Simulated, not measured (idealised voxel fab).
Herein follows the process module entitled voxel air gaps.
Xsec cut, 170 nm wide, square cell size 5 nm.
When this document writes out a cross-section, it uses a grid of square cells and lists it as bands, beginning at the top and moving down, with a band standing for one or more rows of cells.
Read a band's entry like this: the first values are the height of its top and the height of its bottom in nm, and what follows is the sequence of materials from left to right, each with its width in nm. Note that "empty" is empty space, and that a single material marked "throughout" reaches across the band from edge to edge.
Basically, 0 is our baseline, since under it the wafer straight out of the box is all one material. The bottom band has no lower end and keeps on going down, so it looks like "0 and below".
The expression "30->40" gives the width at the extremes of the band, the first number at its top row of cells and the second at its bottom row, with the width changing by equal amounts from each row to the next in between.
Step note "stayed the same" = no cross-section cell changed.
Any empty space of 8 cells or more lacking an open way to the top shows up in "Enclosed void listing" as width x height at distance, distance from the left edge, in nm.
That trailing text on a step's line, after the settings, is the simulator's own remark on the step.
What "overlay nm" on a step's line means: if the step has a mask, that mask lay this far to the right of its planned place, or, when the value is negative, to the left.

[Planned step list for the process]
1: RECEIVE: material Si
2: CONFORMAL_DEP: material SiO2, thk nm 15
3: CONFORMAL_DEP: material SiCN, thk nm 5
4: DIRECTIONAL_DEP: material lowk, thk nm 30
5: MASKED_ETCH: tone open, mask id LINES, width nm 15, pitch nm 45, etch materials lowk, depth nm 30, overlay nm 0
6: CONFORMAL_DEP: material TiN, thk nm 5
7: FILL_DEP: material Cu, thk nm 10
8: CMP: height nm 50
9: EPI: material Ru, thk nm 10
10: SELECTIVE_ETCH: etch materials lowk, depth nm 40
11: CONFORMAL_DEP: material SiCN, thk nm 5

[The first wafer of two, processed as planned]

[The cross-section here shows the wafer as received, i.e. in its state after step 1]
- 0 and below | Si throughout
- Enclosed void listing: none

[Step 2 complete: cross-section through the wafer]
- 15 down to 0 | SiO2 throughout
- All layers under 0 are left as they were.

[Step 3 complete: cross-section through the wafer]
- 20 down to 15 | SiCN throughout
- All layers under 15 are left as they were.

[Step 4 complete: cross-section through the wafer]
- 50 down to 20 | lowk throughout
- All layers under 20 are left as they were.

[Step 5 complete: cross-section through the wafer]
- 50 down to 20 | lowk: 30 | empty: 15 | lowk: 30 | empty: 15 | lowk: 30 | empty: 15 | lowk: 35
- All layers under 20 are left as they were.

[Step 6 complete: cross-section through the wafer]
- 55 down to 50 | TiN: 35 | empty: 5 | TiN: 40 | empty: 5 | TiN: 40 | empty: 5 | TiN: 40
- 50 down to 25 | lowk: 30 | TiN: 5 | empty: 5 | TiN: 5 | lowk: 30 | TiN: 5 | empty: 5 | TiN: 5 | lowk: 30 | TiN: 5 | empty: 5 | TiN: 5 | lowk: 35
- 25 down to 20 | lowk: 30 | TiN: 15 | lowk: 30 | TiN: 15 | lowk: 30 | TiN: 15 | lowk: 35
- All layers under 20 are left as they were.

[Step 7 complete: cross-section through the wafer]
- 65 down to 55 | Cu throughout
- 55 down to 50 | TiN: 35 | Cu: 5 | TiN: 40 | Cu: 5 | TiN: 40 | Cu: 5 | TiN: 40
- 50 down to 25 | lowk: 30 | TiN: 5 | Cu: 5 | TiN: 5 | lowk: 30 | TiN: 5 | Cu: 5 | TiN: 5 | lowk: 30 | TiN: 5 | Cu: 5 | TiN: 5 | lowk: 35
- All layers under 25 are left as they were.

[Step 8 complete: cross-section through the wafer]
- 50 down to 25 | lowk: 30 | TiN: 5 | Cu: 5 | TiN: 5 | lowk: 30 | TiN: 5 | Cu: 5 | TiN: 5 | lowk: 30 | TiN: 5 | Cu: 5 | TiN: 5 | lowk: 35
- All layers under 25 are left as they were.

[Step 9 complete: cross-section through the wafer]
- 60 down to 50 | empty: 20 | Ru: 35 | empty: 10 | Ru: 35 | empty: 10 | Ru: 35 | empty: 25
- All layers under 50 are left as they were.

[Step 10 complete: cross-section through the wafer]
- 60 down to 50 | empty: 20 | Ru: 35 | empty: 10 | Ru: 35 | empty: 10 | Ru: 35 | empty: 25
- 50 down to 25 | empty: 30 | TiN: 5 | Cu: 5 | TiN: 5 | empty: 30 | TiN: 5 | Cu: 5 | TiN: 5 | empty: 30 | TiN: 5 | Cu: 5 | TiN: 5 | empty: 35
- 25 down to 20 | empty: 30 | TiN: 15 | empty: 30 | TiN: 15 | empty: 30 | TiN: 15 | empty: 35
- All layers under 20 are left as they were.

[Step 11 complete: cross-section through the wafer]
- 65 down to 60 | empty: 15 | SiCN: 135 | empty: 20
- 60 down to 50 | empty: 15 | SiCN: 5 | Ru: 35 | SiCN: 10 | Ru: 35 | SiCN: 10 | Ru: 35 | SiCN: 5 | empty: 20
- 50 down to 45 | empty: 15 | SiCN: 15 | TiN: 5 | Cu: 5 | TiN: 5 | SiCN: 30 | TiN: 5 | Cu: 5 | TiN: 5 | SiCN: 30 | TiN: 5 | Cu: 5 | TiN: 5 | SiCN: 15 | empty: 20
- 45 down to 25 | empty: 25 | SiCN: 5 | TiN: 5 | Cu: 5 | TiN: 5 | SiCN: 5 | empty: 20 | SiCN: 5 | TiN: 5 | Cu: 5 | TiN: 5 | SiCN: 5 | empty: 20 | SiCN: 5 | TiN: 5 | Cu: 5 | TiN: 5 | SiCN: 5 | empty: 30
- 25 down to 20 | SiCN: 30 | TiN: 15 | SiCN: 30 | TiN: 15 | SiCN: 30 | TiN: 15 | SiCN: 35
- All layers under 20 are left as they were.
- Enclosed void listing: 20 x 20 at 50; 20 x 20 at 95

[The remaining wafer, second of the two, started like the first and was run to the same plan, except that one mistake was made along the way; the two coincide through step 4, inclusive]

[At the planned end of step 5, the second wafer in cross-section]
- 50 down to 20 | lowk: 25 | empty: 15 | lowk: 30 | empty: 15 | lowk: 30 | empty: 15 | lowk: 40
- All layers under 20 are left as they were.

[At the planned end of step 6, the second wafer in cross-section]
- 55 down to 50 | TiN: 30 | empty: 5 | TiN: 40 | empty: 5 | TiN: 40 | empty: 5 | TiN: 45
- 50 down to 25 | lowk: 25 | TiN: 5 | empty: 5 | TiN: 5 | lowk: 30 | TiN: 5 | empty: 5 | TiN: 5 | lowk: 30 | TiN: 5 | empty: 5 | TiN: 5 | lowk: 40
- 25 down to 20 | lowk: 25 | TiN: 15 | lowk: 30 | TiN: 15 | lowk: 30 | TiN: 15 | lowk: 40
- All layers under 20 are left as they were.

[At the planned end of step 7, the second wafer in cross-section]
- 65 down to 55 | Cu throughout
- 55 down to 50 | TiN: 30 | Cu: 5 | TiN: 40 | Cu: 5 | TiN: 40 | Cu: 5 | TiN: 45
- 50 down to 25 | lowk: 25 | TiN: 5 | Cu: 5 | TiN: 5 | lowk: 30 | TiN: 5 | Cu: 5 | TiN: 5 | lowk: 30 | TiN: 5 | Cu: 5 | TiN: 5 | lowk: 40
- All layers under 25 are left as they were.

[At the planned end of step 8, the second wafer in cross-section]
- 50 down to 25 | lowk: 25 | TiN: 5 | Cu: 5 | TiN: 5 | lowk: 30 | TiN: 5 | Cu: 5 | TiN: 5 | lowk: 30 | TiN: 5 | Cu: 5 | TiN: 5 | lowk: 40
- All layers under 25 are left as they were.

[At the planned end of step 9, the second wafer in cross-section]
- 60 down to 50 | empty: 15 | Ru: 35 | empty: 10 | Ru: 35 | empty: 10 | Ru: 35 | empty: 30
- All layers under 50 are left as they were.

[At the planned end of step 10, the second wafer in cross-section]
- 60 down to 50 | empty: 15 | Ru: 35 | empty: 10 | Ru: 35 | empty: 10 | Ru: 35 | empty: 30
- 50 down to 25 | empty: 25 | TiN: 5 | Cu: 5 | TiN: 5 | empty: 30 | TiN: 5 | Cu: 5 | TiN: 5 | empty: 30 | TiN: 5 | Cu: 5 | TiN: 5 | empty: 40
- 25 down to 20 | empty: 25 | TiN: 15 | empty: 30 | TiN: 15 | empty: 30 | TiN: 15 | empty: 40
- All layers under 20 are left as they were.

[At the planned end of step 11, the second wafer in cross-section]
- 65 down to 60 | empty: 10 | SiCN: 135 | empty: 25
- 60 down to 50 | empty: 10 | SiCN: 5 | Ru: 35 | SiCN: 10 | Ru: 35 | SiCN: 10 | Ru: 35 | SiCN: 5 | empty: 25
- 50 down to 45 | empty: 10 | SiCN: 15 | TiN: 5 | Cu: 5 | TiN: 5 | SiCN: 30 | TiN: 5 | Cu: 5 | TiN: 5 | SiCN: 30 | TiN: 5 | Cu: 5 | TiN: 5 | SiCN: 15 | empty: 25
- 45 down to 25 | empty: 20 | SiCN: 5 | TiN: 5 | Cu: 5 | TiN: 5 | SiCN: 5 | empty: 20 | SiCN: 5 | TiN: 5 | Cu: 5 | TiN: 5 | SiCN: 5 | empty: 20 | SiCN: 5 | TiN: 5 | Cu: 5 | TiN: 5 | SiCN: 5 | empty: 35
- 25 down to 20 | SiCN: 25 | TiN: 15 | SiCN: 30 | TiN: 15 | SiCN: 30 | TiN: 15 | SiCN: 40
- All layers under 20 are left as they were.
- Enclosed void listing: 20 x 20 at 45; 20 x 20 at 90
Heads up, the wafer didn't run the way we planned it: contrary to plan, step 5 was performed as MASKED_ETCH: tone open, mask id LINES, width nm 15, pitch nm 45, etch materials lowk, depth nm 30, overlay nm -5
By the end, you'd get the same cell count for each material on either wafer, but the second wafer puts them somewhere else.
